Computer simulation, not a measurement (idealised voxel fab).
Title: Process Module voxel released beams
Cross-section cut: width 255 nm, square cells of 5 nm.
Each cross-section below is a grid of square cells, stated as bands in top-down order, with one or more rows of cells making up each band. Per band: top height and bottom height in nm, followed by the left-to-right materials and their widths in nm; "all across" marks a single material spanning edge to edge, "empty" marks empty space. A quick word on heights: they are counted from 0, and under that level the wafer as it came to us is one material throughout. The lowest band is different from the rest in having no bottom; it simply continues downward, written as in "z 0 and below". The two numbers in a width such as "30 to 40" mark its ends across the band: the first belongs to the top row of cells, the second to the bottom row, and from each row to the next the width moves by the same amount. You'll sometimes find "stayed the same" written for a step, and that's the way of saying that nowhere in the cross-section did a cell change during that step. "Enclosed void listing" lists enclosed empty spaces (at least 8 cells, no open path upward to the top), each as width x height at distance from the left edge, in nm. What comes after the settings on a step's line is commentary from the simulator itself on that step. overlay nm, on a step with a mask: how far to the right of its planned place the mask lay; to the left if negative.

Process steps foreseen in the plan:
1. RECEIVE | material Si
2. CONFORMAL_DEP | material SiN | thk nm 5
3. DIRECTIONAL_DEP | material SiO2 | thk nm 20
4. MASKED_ETCH | tone open | mask id ANCHOR | width nm 40 | etch materials SiO2 | depth nm 20 | overlay nm 0
5. CONFORMAL_DEP | material TiN | thk nm 15
6. DIRECTIONAL_DEP | material aC | thk nm 10
7. PATTERN | tone cover | mask id BEAM | material resist | width nm 85 | thk nm 25 | overlay nm 0
8. DIRECTIONAL_ETCH | etch materials aC | depth nm 10
9. STRIP | etch materials resist
10. DIRECTIONAL_ETCH | etch materials TiN | depth nm 15
11. STRIP | etch materials aC
12. STRIP | etch materials SiO2

Cross-section of the wafer at receipt, which is the condition after step 1:
    z 0 and below | Si all across
    Enclosed void listing: none

Post-module cross-section: identical start and plan to those above, one misstep in execution:
    z 40 to 25 | empty 80  TiN 60  empty 115
    z 25 to 20 | empty 70  TiN 15  SiO2 40  TiN 15  empty 115
    z 20 to 5 | empty 70  TiN 15  SiO2 40  TiN 40  empty 90
    z 5 to 0 | SiN all across
    z 0 and below | Si all across
    Enclosed void listing: none
What went wrong in running the wafer? it should be noted that step 4 was executed with settings other than those planned, the operation and settings actually applied being MASKED_ETCH | tone cover | mask id ANCHOR | width nm 40 | etch materials SiO2 | depth nm 20 | overlay nm 0
